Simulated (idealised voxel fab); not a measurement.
process module | voxel transistor to metal
cross-section cut | 280 nm wide | cells 5 nm
A cross-section is a grid of square cells, given in bands from the top down. A band is one or more rows of cells.
Each band's line starts with the height of the band's top and of its bottom, in nm. Then come its materials from left to right, each with its width in nm. One material with "throughout" fills the band from edge to edge. "air" is empty space.
Height 0 is the level under which the wafer as received is all one material. The lowest band goes on downwards, as in "0 down".
A width such as "30 to 40" changes by the same amount from each row of cells to the next, from the band's top row to its bottom row.
"no change" after a step means that no cell of the cross-section changed.
closed voids: empty space of 8 cells or more with no open way to the top, each as width x height at its distance from the left edge, in nm
after a step's settings: what the simulator itself notes on the step
overlay nm, on a step with a mask: how far to the right of its planned place the mask lay; to the left if negative
plan
1 op RECEIVE | material Si
2 op CONFORMAL_DEP | material SiO2 | thk nm 5
3 op CONFORMAL_DEP | material SiN | thk nm 15
4 op DIRECTIONAL_DEP | material aC | thk nm 10
5 op PATTERN | tone cover | mask id ACTIVE | material resist | width nm 105 | pitch nm 125 | thk nm 25 | overlay nm 0
6 op DIRECTIONAL_ETCH | etch materials aC | depth nm 10
7 op STRIP | etch materials resist
8 op DIRECTIONAL_ETCH | etch materials SiN | depth nm 15
9 op DIRECTIONAL_ETCH | etch materials SiO2 | depth nm 5
10 op DIRECTIONAL_ETCH | etch materials Si | depth nm 30
11 op STRIP | etch materials aC
12 op FILL_DEP | material SiO2 | thk nm 5
13 op CMP | height nm 20
14 op SELECTIVE_ETCH | etch materials SiO2 | depth nm 15
15 op STRIP | etch materials SiN
16 op SELECTIVE_ETCH | etch materials SiO2 | depth nm 5
17 op OXIDIZE | depth nm 5
18 op DIRECTIONAL_DEP | material polySi | thk nm 30
19 op DIRECTIONAL_DEP | material SiCN | thk nm 15
20 op PATTERN | tone cover | mask id GATE | material resist | width nm 25 | pitch nm 125 | thk nm 15 | overlay nm 0
21 op DIRECTIONAL_ETCH | etch materials SiCN | depth nm 25
22 op DIRECTIONAL_ETCH | etch materials polySi | depth nm 40
23 op STRIP | etch materials resist
24 op CONFORMAL_DEP | material SiO2 | thk nm 5
25 op DIRECTIONAL_ETCH | etch materials SiO2 | depth nm 5
26 op CONFORMAL_DEP | material SiN | thk nm 10
27 op DIRECTIONAL_ETCH | etch materials SiN | depth nm 10
28 op DIRECTIONAL_ETCH | etch materials SiO2 | depth nm 5
29 op DIRECTIONAL_ETCH | etch materials Si | depth nm 15
30 op EPI | material SiGe | thk nm 20
31 op FILL_DEP | material SiO2 | thk nm 10
32 op CMP | height nm 45
33 op DIRECTIONAL_DEP | material SiO2 | thk nm 10
34 op DIRECTIONAL_DEP | material aC | thk nm 10
35 op PATTERN | tone open | mask id CONTACT | material resist | width nm 30 | thk nm 25 | overlay nm 0
36 op DIRECTIONAL_ETCH | etch materials aC | depth nm 10
37 op STRIP | etch materials resist
38 op DIRECTIONAL_ETCH | etch materials SiO2 | depth nm 40
39 op STRIP | etch materials aC
40 op CONFORMAL_DEP | material TiN | thk nm 5
41 op FILL_DEP | material W | thk nm 10
42 op CMP | height nm 55
43 op DIRECTIONAL_DEP | material TiN | thk nm 5
44 op DIRECTIONAL_DEP | material Ru | thk nm 20
45 op DIRECTIONAL_DEP | material aC | thk nm 10
46 op PATTERN | tone cover | mask id METAL_1 | material resist | width nm 20 | thk nm 25 | overlay nm 0
47 op DIRECTIONAL_ETCH | etch materials aC | depth nm 10
48 op STRIP | etch materials resist
49 op DIRECTIONAL_ETCH | etch materials Ru | depth nm 20
50 op DIRECTIONAL_ETCH | etch materials TiN | depth nm 5
51 op STRIP | etch materials aC
52 op FILL_DEP | material SiO2 | thk nm 5
53 op CMP | height nm 80
54 op CONFORMAL_DEP | material SiN | thk nm 5
first wafer, as planned
as received, after step 1
  0 down: Si throughout
  closed voids: none
after step 2
  5 to 0: SiO2 throughout
  below 0: unchanged
after step 3
  20 to 5: SiN throughout
  below 5: unchanged
after step 4
  30 to 20: aC throughout
  below 20: unchanged
after step 5
  55 to 30: air 25 | resist 105 | air 20 | resist 105 | air 25
  below 30: unchanged
after step 6
  45 to 30: air 25 | resist 105 | air 20 | resist 105 | air 25
  30 to 20: air 25 | aC 105 | air 20 | aC 105 | air 25
  below 20: unchanged
after step 7
  30 to 20: air 25 | aC 105 | air 20 | aC 105 | air 25
  below 20: unchanged
after step 8
  30 to 20: air 25 | aC 105 | air 20 | aC 105 | air 25
  20 to 5: air 25 | SiN 105 | air 20 | SiN 105 | air 25
  below 5: unchanged
after step 9
  30 to 20: air 25 | aC 105 | air 20 | aC 105 | air 25
  20 to 5: air 25 | SiN 105 | air 20 | SiN 105 | air 25
  5 to 0: air 25 | SiO2 105 | air 20 | SiO2 105 | air 25
  below 0: unchanged
after step 10
  30 to 20: air 25 | aC 105 | air 20 | aC 105 | air 25
  20 to 5: air 25 | SiN 105 | air 20 | SiN 105 | air 25
  5 to 0: air 25 | SiO2 105 | air 20 | SiO2 105 | air 25
  0 to -30: air 25 | Si 105 | air 20 | Si 105 | air 25
  below -30: unchanged
after step 11
  20 to 5: air 25 | SiN 105 | air 20 | SiN 105 | air 25
  below 5: unchanged
after step 12
  25 to 20: SiO2 throughout
  20 to 5: SiO2 25 | SiN 105 | SiO2 20 | SiN 105 | SiO2 25
  5 to 0: SiO2 throughout
  0 to -30: SiO2 25 | Si 105 | SiO2 20 | Si 105 | SiO2 25
  below -30: unchanged
after step 13
  20 to 5: SiO2 25 | SiN 105 | SiO2 20 | SiN 105 | SiO2 25
  below 5: unchanged
after step 14
  20 to 5: air 25 | SiN 105 | air 20 | SiN 105 | air 25
  below 5: unchanged
after step 15
  5 to 0: SiO2 throughout
  below 0: unchanged
after step 16
  0 to -30: SiO2 25 | Si 105 | SiO2 20 | Si 105 | SiO2 25
  below -30: unchanged
after step 17
  0 to -5: SiO2 throughout
  below -5: unchanged
after step 18
  30 to 0: polySi throughout
  below 0: unchanged
after step 19
  45 to 30: SiCN throughout
  below 30: unchanged
after step 20
  60 to 45: air 65 | resist 25 | air 100 | resist 25 | air 65
  below 45: unchanged
after step 21
  60 to 45: air 65 | resist 25 | air 100 | resist 25 | air 65
  45 to 30: air 65 | SiCN 25 | air 100 | SiCN 25 | air 65
  below 30: unchanged
after step 22
  60 to 45: air 65 | resist 25 | air 100 | resist 25 | air 65
  45 to 30: air 65 | SiCN 25 | air 100 | SiCN 25 | air 65
  30 to 0: air 65 | polySi 25 | air 100 | polySi 25 | air 65
  below 0: unchanged
after step 23
  45 to 30: air 65 | SiCN 25 | air 100 | SiCN 25 | air 65
  below 30: unchanged
after step 24
  50 to 45: air 60 | SiO2 35 | air 90 | SiO2 35 | air 60
  45 to 30: air 60 | SiO2 5 | SiCN 25 | SiO2 5 | air 90 | SiO2 5 | SiCN 25 | SiO2 5 | air 60
  30 to 5: air 60 | SiO2 5 | polySi 25 | SiO2 5 | air 90 | SiO2 5 | polySi 25 | SiO2 5 | air 60
  5 to 0: SiO2 65 | polySi 25 | SiO2 100 | polySi 25 | SiO2 65
  below 0: unchanged
after step 25
  45 to 30: air 60 | SiO2 5 | SiCN 25 | SiO2 5 | air 90 | SiO2 5 | SiCN 25 | SiO2 5 | air 60
  30 to 0: air 60 | SiO2 5 | polySi 25 | SiO2 5 | air 90 | SiO2 5 | polySi 25 | SiO2 5 | air 60
  below 0: unchanged
after step 26
  55 to 45: air 50 | SiN 55 | air 70 | SiN 55 | air 50
  45 to 30: air 50 | SiN 10 | SiO2 5 | SiCN 25 | SiO2 5 | SiN 10 | air 70 | SiN 10 | SiO2 5 | SiCN 25 | SiO2 5 | SiN 10 | air 50
  30 to 10: air 50 | SiN 10 | SiO2 5 | polySi 25 | SiO2 5 | SiN 10 | air 70 | SiN 10 | SiO2 5 | polySi 25 | SiO2 5 | SiN 10 | air 50
  10 to 0: SiN 60 | SiO2 5 | polySi 25 | SiO2 5 | SiN 90 | SiO2 5 | polySi 25 | SiO2 5 | SiN 60
  below 0: unchanged
after step 27
  45 to 30: air 50 | SiN 10 | SiO2 5 | SiCN 25 | SiO2 5 | SiN 10 | air 70 | SiN 10 | SiO2 5 | SiCN 25 | SiO2 5 | SiN 10 | air 50
  30 to 0: air 50 | SiN 10 | SiO2 5 | polySi 25 | SiO2 5 | SiN 10 | air 70 | SiN 10 | SiO2 5 | polySi 25 | SiO2 5 | SiN 10 | air 50
  below 0: unchanged
after step 28
  45 to 40: air 50 | SiN 10 | air 5 | SiCN 25 | air 5 | SiN 10 | air 70 | SiN 10 | air 5 | SiCN 25 | air 5 | SiN 10 | air 50
  40 to 30: air 50 | SiN 10 | SiO2 5 | SiCN 25 | SiO2 5 | SiN 10 | air 70 | SiN 10 | SiO2 5 | SiCN 25 | SiO2 5 | SiN 10 | air 50
  30 to 0: air 50 | SiN 10 | SiO2 5 | polySi 25 | SiO2 5 | SiN 10 | air 70 | SiN 10 | SiO2 5 | polySi 25 | SiO2 5 | SiN 10 | air 50
  0 to -5: air 50 | SiO2 55 | air 70 | SiO2 55 | air 50
  below -5: unchanged
after step 29
  45 to 40: air 50 | SiN 10 | air 5 | SiCN 25 | air 5 | SiN 10 | air 70 | SiN 10 | air 5 | SiCN 25 | air 5 | SiN 10 | air 50
  40 to 30: air 50 | SiN 10 | SiO2 5 | SiCN 25 | SiO2 5 | SiN 10 | air 70 | SiN 10 | SiO2 5 | SiCN 25 | SiO2 5 | SiN 10 | air 50
  30 to 0: air 50 | SiN 10 | SiO2 5 | polySi 25 | SiO2 5 | SiN 10 | air 70 | SiN 10 | SiO2 5 | polySi 25 | SiO2 5 | SiN 10 | air 50
  0 to -5: air 50 | SiO2 55 | air 70 | SiO2 55 | air 50
  -5 to -20: SiO2 25 | air 25 | Si 55 | air 25 | SiO2 20 | air 25 | Si 55 | air 25 | SiO2 25
  below -20: unchanged
after step 30
  45 to 40: air 50 | SiN 10 | air 5 | SiCN 25 | air 5 | SiN 10 | air 70 | SiN 10 | air 5 | SiCN 25 | air 5 | SiN 10 | air 50
  40 to 30: air 50 | SiN 10 | SiO2 5 | SiCN 25 | SiO2 5 | SiN 10 | air 70 | SiN 10 | SiO2 5 | SiCN 25 | SiO2 5 | SiN 10 | air 50
  30 to 15: air 50 | SiN 10 | SiO2 5 | polySi 25 | SiO2 5 | SiN 10 | air 70 | SiN 10 | SiO2 5 | polySi 25 | SiO2 5 | SiN 10 | air 50
  15 to 0: air 30 | SiGe 20 | SiN 10 | SiO2 5 | polySi 25 | SiO2 5 | SiN 10 | SiGe 20 | air 30 | SiGe 20 | SiN 10 | SiO2 5 | polySi 25 | SiO2 5 | SiN 10 | SiGe 20 | air 30
  0 to -5: air 20 | SiGe 30 | SiO2 55 | SiGe 30 | air 10 | SiGe 30 | SiO2 55 | SiGe 30 | air 20
  -5 to -20: SiO2 25 | SiGe 25 | Si 55 | SiGe 25 | SiO2 20 | SiGe 25 | Si 55 | SiGe 25 | SiO2 25
  below -20: unchanged
after step 31
  55 to 45: SiO2 throughout
  45 to 30: SiO2 50 | SiN 10 | SiO2 5 | SiCN 25 | SiO2 5 | SiN 10 | SiO2 70 | SiN 10 | SiO2 5 | SiCN 25 | SiO2 5 | SiN 10 | SiO2 50
  30 to 15: SiO2 50 | SiN 10 | SiO2 5 | polySi 25 | SiO2 5 | SiN 10 | SiO2 70 | SiN 10 | SiO2 5 | polySi 25 | SiO2 5 | SiN 10 | SiO2 50
  15 to 0: SiO2 30 | SiGe 20 | SiN 10 | SiO2 5 | polySi 25 | SiO2 5 | SiN 10 | SiGe 20 | SiO2 30 | SiGe 20 | SiN 10 | SiO2 5 | polySi 25 | SiO2 5 | SiN 10 | SiGe 20 | SiO2 30
  0 to -5: SiO2 20 | SiGe 30 | SiO2 55 | SiGe 30 | SiO2 10 | SiGe 30 | SiO2 55 | SiGe 30 | SiO2 20
  below -5: unchanged
after step 32
  45 to 30: SiO2 50 | SiN 10 | SiO2 5 | SiCN 25 | SiO2 5 | SiN 10 | SiO2 70 | SiN 10 | SiO2 5 | SiCN 25 | SiO2 5 | SiN 10 | SiO2 50
  below 30: unchanged
after step 33
  55 to 45: SiO2 throughout
  below 45: unchanged
after step 34
  65 to 55: aC throughout
  below 55: unchanged
after step 35
  90 to 65: resist 30 | air 30 | resist 35 | air 30 | resist 30 | air 30 | resist 35 | air 30 | resist 30
  below 65: unchanged
after step 36
  80 to 65: resist 30 | air 30 | resist 35 | air 30 | resist 30 | air 30 | resist 35 | air 30 | resist 30
  65 to 55: aC 30 | air 30 | aC 35 | air 30 | aC 30 | air 30 | aC 35 | air 30 | aC 30
  below 55: unchanged
after step 37
  65 to 55: aC 30 | air 30 | aC 35 | air 30 | aC 30 | air 30 | aC 35 | air 30 | aC 30
  below 55: unchanged
after step 38
  65 to 55: aC 30 | air 30 | aC 35 | air 30 | aC 30 | air 30 | aC 35 | air 30 | aC 30
  55 to 45: SiO2 30 | air 30 | SiO2 35 | air 30 | SiO2 30 | air 30 | SiO2 35 | air 30 | SiO2 30
  45 to 30: SiO2 30 | air 20 | SiN 10 | SiO2 5 | SiCN 25 | SiO2 5 | SiN 10 | air 20 | SiO2 30 | air 20 | SiN 10 | SiO2 5 | SiCN 25 | SiO2 5 | SiN 10 | air 20 | SiO2 30
  30 to 15: SiO2 30 | air 20 | SiN 10 | SiO2 5 | polySi 25 | SiO2 5 | SiN 10 | air 20 | SiO2 30 | air 20 | SiN 10 | SiO2 5 | polySi 25 | SiO2 5 | SiN 10 | air 20 | SiO2 30
  below 15: unchanged
after step 39
  55 to 45: SiO2 30 | air 30 | SiO2 35 | air 30 | SiO2 30 | air 30 | SiO2 35 | air 30 | SiO2 30
  below 45: unchanged
after step 40
  60 to 55: TiN 35 | air 20 | TiN 45 | air 20 | TiN 40 | air 20 | TiN 45 | air 20 | TiN 35
  55 to 45: SiO2 30 | TiN 5 | air 20 to 10 | TiN 5 to 15 | SiO2 35 | TiN 5 to 15 | air 20 to 10 | TiN 5 | SiO2 30 | TiN 5 | air 20 to 10 | TiN 5 to 15 | SiO2 35 | TiN 5 to 15 | air 20 to 10 | TiN 5 | SiO2 30
  45 to 30: SiO2 30 | TiN 5 | air 10 | TiN 5 | SiN 10 | SiO2 5 | SiCN 25 | SiO2 5 | SiN 10 | TiN 5 | air 10 | TiN 5 | SiO2 30 | TiN 5 | air 10 | TiN 5 | SiN 10 | SiO2 5 | SiCN 25 | SiO2 5 | SiN 10 | TiN 5 | air 10 | TiN 5 | SiO2 30
  30 to 20: SiO2 30 | TiN 5 | air 10 | TiN 5 | SiN 10 | SiO2 5 | polySi 25 | SiO2 5 | SiN 10 | TiN 5 | air 10 | TiN 5 | SiO2 30 | TiN 5 | air 10 | TiN 5 | SiN 10 | SiO2 5 | polySi 25 | SiO2 5 | SiN 10 | TiN 5 | air 10 | TiN 5 | SiO2 30
  20 to 15: SiO2 30 | TiN 20 | SiN 10 | SiO2 5 | polySi 25 | SiO2 5 | SiN 10 | TiN 20 | SiO2 30 | TiN 20 | SiN 10 | SiO2 5 | polySi 25 | SiO2 5 | SiN 10 | TiN 20 | SiO2 30
  below 15: unchanged
after step 41
  70 to 60: W throughout
  60 to 55: TiN 35 | W 20 | TiN 45 | W 20 | TiN 40 | W 20 | TiN 45 | W 20 | TiN 35
  55 to 45: SiO2 30 | TiN 5 | W 20 to 10 | TiN 5 to 15 | SiO2 35 | TiN 5 to 15 | W 20 to 10 | TiN 5 | SiO2 30 | TiN 5 | W 20 to 10 | TiN 5 to 15 | SiO2 35 | TiN 5 to 15 | W 20 to 10 | TiN 5 | SiO2 30
  45 to 30: SiO2 30 | TiN 5 | W 10 | TiN 5 | SiN 10 | SiO2 5 | SiCN 25 | SiO2 5 | SiN 10 | TiN 5 | W 10 | TiN 5 | SiO2 30 | TiN 5 | W 10 | TiN 5 | SiN 10 | SiO2 5 | SiCN 25 | SiO2 5 | SiN 10 | TiN 5 | W 10 | TiN 5 | SiO2 30
  30 to 20: SiO2 30 | TiN 5 | W 10 | TiN 5 | SiN 10 | SiO2 5 | polySi 25 | SiO2 5 | SiN 10 | TiN 5 | W 10 | TiN 5 | SiO2 30 | TiN 5 | W 10 | TiN 5 | SiN 10 | SiO2 5 | polySi 25 | SiO2 5 | SiN 10 | TiN 5 | W 10 | TiN 5 | SiO2 30
  below 20: unchanged
after step 42
  55 to 45: SiO2 30 | TiN 5 | W 20 to 10 | TiN 5 to 15 | SiO2 35 | TiN 5 to 15 | W 20 to 10 | TiN 5 | SiO2 30 | TiN 5 | W 20 to 10 | TiN 5 to 15 | SiO2 35 | TiN 5 to 15 | W 20 to 10 | TiN 5 | SiO2 30
  below 45: unchanged
after step 43
  60 to 55: TiN throughout
  below 55: unchanged
after step 44
  80 to 60: Ru throughout
  below 60: unchanged
after step 45
  90 to 80: aC throughout
  below 80: unchanged
after step 46
  115 to 90: air 30 | resist 20 | air 55 | resist 20 | air 30 | resist 20 | air 55 | resist 20 | air 30
  below 90: unchanged
after step 47
  105 to 90: air 30 | resist 20 | air 55 | resist 20 | air 30 | resist 20 | air 55 | resist 20 | air 30
  90 to 80: air 30 | aC 20 | air 55 | aC 20 | air 30 | aC 20 | air 55 | aC 20 | air 30
  below 80: unchanged
after step 48
  90 to 80: air 30 | aC 20 | air 55 | aC 20 | air 30 | aC 20 | air 55 | aC 20 | air 30
  below 80: unchanged
after step 49
  90 to 80: air 30 | aC 20 | air 55 | aC 20 | air 30 | aC 20 | air 55 | aC 20 | air 30
  80 to 60: air 30 | Ru 20 | air 55 | Ru 20 | air 30 | Ru 20 | air 55 | Ru 20 | air 30
  below 60: unchanged
after step 50
  90 to 80: air 30 | aC 20 | air 55 | aC 20 | air 30 | aC 20 | air 55 | aC 20 | air 30
  80 to 60: air 30 | Ru 20 | air 55 | Ru 20 | air 30 | Ru 20 | air 55 | Ru 20 | air 30
  60 to 55: air 30 | TiN 20 | air 55 | TiN 20 | air 30 | TiN 20 | air 55 | TiN 20 | air 30
  below 55: unchanged
after step 51
  80 to 60: air 30 | Ru 20 | air 55 | Ru 20 | air 30 | Ru 20 | air 55 | Ru 20 | air 30
  below 60: unchanged
after step 52
  85 to 80: SiO2 throughout
  80 to 60: SiO2 30 | Ru 20 | SiO2 55 | Ru 20 | SiO2 30 | Ru 20 | SiO2 55 | Ru 20 | SiO2 30
  60 to 55: SiO2 30 | TiN 20 | SiO2 55 | TiN 20 | SiO2 30 | TiN 20 | SiO2 55 | TiN 20 | SiO2 30
  below 55: unchanged
after step 53
  80 to 60: SiO2 30 | Ru 20 | SiO2 55 | Ru 20 | SiO2 30 | Ru 20 | SiO2 55 | Ru 20 | SiO2 30
  below 60: unchanged
after step 54
  85 to 80: SiN throughout
  below 80: unchanged
second wafer: like start, like plan, one mistake. Through step 25 it matches the first wafer
when step 26 should have ended: no change
when step 27 should have ended: no change
when step 28 should have ended
  45 to 40: air 65 | SiCN 25 | air 100 | SiCN 25 | air 65
  40 to 30: air 60 | SiO2 5 | SiCN 25 | SiO2 5 | air 90 | SiO2 5 | SiCN 25 | SiO2 5 | air 60
  30 to 0: air 60 | SiO2 5 | polySi 25 | SiO2 5 | air 90 | SiO2 5 | polySi 25 | SiO2 5 | air 60
  0 to -5: air 60 | SiO2 35 | air 90 | SiO2 35 | air 60
  below -5: unchanged
when step 29 should have ended
  45 to 40: air 65 | SiCN 25 | air 100 | SiCN 25 | air 65
  40 to 30: air 60 | SiO2 5 | SiCN 25 | SiO2 5 | air 90 | SiO2 5 | SiCN 25 | SiO2 5 | air 60
  30 to 0: air 60 | SiO2 5 | polySi 25 | SiO2 5 | air 90 | SiO2 5 | polySi 25 | SiO2 5 | air 60
  0 to -5: air 60 | SiO2 35 | air 90 | SiO2 35 | air 60
  -5 to -20: SiO2 25 | air 35 | Si 35 | air 35 | SiO2 20 | air 35 | Si 35 | air 35 | SiO2 25
  below -20: unchanged
when step 30 should have ended
  45 to 40: air 65 | SiCN 25 | air 100 | SiCN 25 | air 65
  40 to 30: air 60 | SiO2 5 | SiCN 25 | SiO2 5 | air 90 | SiO2 5 | SiCN 25 | SiO2 5 | air 60
  30 to 15: air 60 | SiO2 5 | polySi 25 | SiO2 5 | air 90 | SiO2 5 | polySi 25 | SiO2 5 | air 60
  15 to 0: air 40 | SiGe 20 | SiO2 5 | polySi 25 | SiO2 5 | SiGe 20 | air 50 | SiGe 20 | SiO2 5 | polySi 25 | SiO2 5 | SiGe 20 | air 40
  0 to -5: air 20 | SiGe 40 | SiO2 35 | SiGe 40 | air 10 | SiGe 40 | SiO2 35 | SiGe 40 | air 20
  -5 to -20: SiO2 25 | SiGe 35 | Si 35 | SiGe 35 | SiO2 20 | SiGe 35 | Si 35 | SiGe 35 | SiO2 25
  below -20: unchanged
when step 31 should have ended
  55 to 45: SiO2 throughout
  45 to 30: SiO2 65 | SiCN 25 | SiO2 100 | SiCN 25 | SiO2 65
  30 to 15: SiO2 65 | polySi 25 | SiO2 100 | polySi 25 | SiO2 65
  15 to 0: SiO2 40 | SiGe 20 | SiO2 5 | polySi 25 | SiO2 5 | SiGe 20 | SiO2 50 | SiGe 20 | SiO2 5 | polySi 25 | SiO2 5 | SiGe 20 | SiO2 40
  0 to -5: SiO2 20 | SiGe 40 | SiO2 35 | SiGe 40 | SiO2 10 | SiGe 40 | SiO2 35 | SiGe 40 | SiO2 20
  below -5: unchanged
when step 32 should have ended
  45 to 30: SiO2 65 | SiCN 25 | SiO2 100 | SiCN 25 | SiO2 65
  below 30: unchanged
when step 33 should have ended
  55 to 45: SiO2 throughout
  below 45: unchanged
when step 34 should have ended
  65 to 55: aC throughout
  below 55: unchanged
when step 35 should have ended
  90 to 65: resist 30 | air 30 | resist 35 | air 30 | resist 30 | air 30 | resist 35 | air 30 | resist 30
  below 65: unchanged
when step 36 should have ended
  80 to 65: resist 30 | air 30 | resist 35 | air 30 | resist 30 | air 30 | resist 35 | air 30 | resist 30
  65 to 55: aC 30 | air 30 | aC 35 | air 30 | aC 30 | air 30 | aC 35 | air 30 | aC 30
  below 55: unchanged
when step 37 should have ended
  65 to 55: aC 30 | air 30 | aC 35 | air 30 | aC 30 | air 30 | aC 35 | air 30 | aC 30
  below 55: unchanged
when step 38 should have ended
  65 to 55: aC 30 | air 30 | aC 35 | air 30 | aC 30 | air 30 | aC 35 | air 30 | aC 30
  55 to 45: SiO2 30 | air 30 | SiO2 35 | air 30 | SiO2 30 | air 30 | SiO2 35 | air 30 | SiO2 30
  45 to 30: SiO2 30 | air 30 | SiO2 5 | SiCN 25 | SiO2 5 | air 30 | SiO2 30 | air 30 | SiO2 5 | SiCN 25 | SiO2 5 | air 30 | SiO2 30
  30 to 15: SiO2 30 | air 30 | SiO2 5 | polySi 25 | SiO2 5 | air 30 | SiO2 30 | air 30 | SiO2 5 | polySi 25 | SiO2 5 | air 30 | SiO2 30
  below 15: unchanged
when step 39 should have ended
  55 to 45: SiO2 30 | air 30 | SiO2 35 | air 30 | SiO2 30 | air 30 | SiO2 35 | air 30 | SiO2 30
  below 45: unchanged
when step 40 should have ended
  60 to 55: TiN 35 | air 20 | TiN 45 | air 20 | TiN 40 | air 20 | TiN 45 | air 20 | TiN 35
  55 to 45: SiO2 30 | TiN 5 | air 20 | TiN 5 | SiO2 35 | TiN 5 | air 20 | TiN 5 | SiO2 30 | TiN 5 | air 20 | TiN 5 | SiO2 35 | TiN 5 | air 20 | TiN 5 | SiO2 30
  45 to 30: SiO2 30 | TiN 5 | air 20 | TiN 5 | SiO2 5 | SiCN 25 | SiO2 5 | TiN 5 | air 20 | TiN 5 | SiO2 30 | TiN 5 | air 20 | TiN 5 | SiO2 5 | SiCN 25 | SiO2 5 | TiN 5 | air 20 | TiN 5 | SiO2 30
  30 to 20: SiO2 30 | TiN 5 | air 20 | TiN 5 | SiO2 5 | polySi 25 | SiO2 5 | TiN 5 | air 20 | TiN 5 | SiO2 30 | TiN 5 | air 20 | TiN 5 | SiO2 5 | polySi 25 | SiO2 5 | TiN 5 | air 20 | TiN 5 | SiO2 30
  20 to 15: SiO2 30 | TiN 30 | SiO2 5 | polySi 25 | SiO2 5 | TiN 30 | SiO2 30 | TiN 30 | SiO2 5 | polySi 25 | SiO2 5 | TiN 30 | SiO2 30
  below 15: unchanged
when step 41 should have ended
  70 to 60: W throughout
  60 to 55: TiN 35 | W 20 | TiN 45 | W 20 | TiN 40 | W 20 | TiN 45 | W 20 | TiN 35
  55 to 45: SiO2 30 | TiN 5 | W 20 | TiN 5 | SiO2 35 | TiN 5 | W 20 | TiN 5 | SiO2 30 | TiN 5 | W 20 | TiN 5 | SiO2 35 | TiN 5 | W 20 | TiN 5 | SiO2 30
  45 to 30: SiO2 30 | TiN 5 | W 20 | TiN 5 | SiO2 5 | SiCN 25 | SiO2 5 | TiN 5 | W 20 | TiN 5 | SiO2 30 | TiN 5 | W 20 | TiN 5 | SiO2 5 | SiCN 25 | SiO2 5 | TiN 5 | W 20 | TiN 5 | SiO2 30
  30 to 20: SiO2 30 | TiN 5 | W 20 | TiN 5 | SiO2 5 | polySi 25 | SiO2 5 | TiN 5 | W 20 | TiN 5 | SiO2 30 | TiN 5 | W 20 | TiN 5 | SiO2 5 | polySi 25 | SiO2 5 | TiN 5 | W 20 | TiN 5 | SiO2 30
  below 20: unchanged
when step 42 should have ended
  55 to 45: SiO2 30 | TiN 5 | W 20 | TiN 5 | SiO2 35 | TiN 5 | W 20 | TiN 5 | SiO2 30 | TiN 5 | W 20 | TiN 5 | SiO2 35 | TiN 5 | W 20 | TiN 5 | SiO2 30
  below 45: unchanged
when step 43 should have ended
  60 to 55: TiN throughout
  below 55: unchanged
when step 44 should have ended
  80 to 60: Ru throughout
  below 60: unchanged
when step 45 should have ended
  90 to 80: aC throughout
  below 80: unchanged
when step 46 should have ended
  115 to 90: air 30 | resist 20 | air 55 | resist 20 | air 30 | resist 20 | air 55 | resist 20 | air 30
  below 90: unchanged
when step 47 should have ended
  105 to 90: air 30 | resist 20 | air 55 | resist 20 | air 30 | resist 20 | air 55 | resist 20 | air 30
  90 to 80: air 30 | aC 20 | air 55 | aC 20 | air 30 | aC 20 | air 55 | aC 20 | air 30
  below 80: unchanged
when step 48 should have ended
  90 to 80: air 30 | aC 20 | air 55 | aC 20 | air 30 | aC 20 | air 55 | aC 20 | air 30
  below 80: unchanged
when step 49 should have ended
  90 to 80: air 30 | aC 20 | air 55 | aC 20 | air 30 | aC 20 | air 55 | aC 20 | air 30
  80 to 60: air 30 | Ru 20 | air 55 | Ru 20 | air 30 | Ru 20 | air 55 | Ru 20 | air 30
  below 60: unchanged
when step 50 should have ended
  90 to 80: air 30 | aC 20 | air 55 | aC 20 | air 30 | aC 20 | air 55 | aC 20 | air 30
  80 to 60: air 30 | Ru 20 | air 55 | Ru 20 | air 30 | Ru 20 | air 55 | Ru 20 | air 30
  60 to 55: air 30 | TiN 20 | air 55 | TiN 20 | air 30 | TiN 20 | air 55 | TiN 20 | air 30
  below 55: unchanged
when step 51 should have ended
  80 to 60: air 30 | Ru 20 | air 55 | Ru 20 | air 30 | Ru 20 | air 55 | Ru 20 | air 30
  below 60: unchanged
when step 52 should have ended
  85 to 80: SiO2 throughout
  80 to 60: SiO2 30 | Ru 20 | SiO2 55 | Ru 20 | SiO2 30 | Ru 20 | SiO2 55 | Ru 20 | SiO2 30
  60 to 55: SiO2 30 | TiN 20 | SiO2 55 | TiN 20 | SiO2 30 | TiN 20 | SiO2 55 | TiN 20 | SiO2 30
  below 55: unchanged
when step 53 should have ended
  80 to 60: SiO2 30 | Ru 20 | SiO2 55 | Ru 20 | SiO2 30 | Ru 20 | SiO2 55 | Ru 20 | SiO2 30
  below 60: unchanged
when step 54 should have ended
  85 to 80: SiN throughout
  below 80: unchanged
what went wrong: step 26 was left out
at the end the second wafer has, in cells: 24 fewer of Si | 32 more of SiGe | 72 fewer of SiN | 16 more of SiO2 | 48 more of W
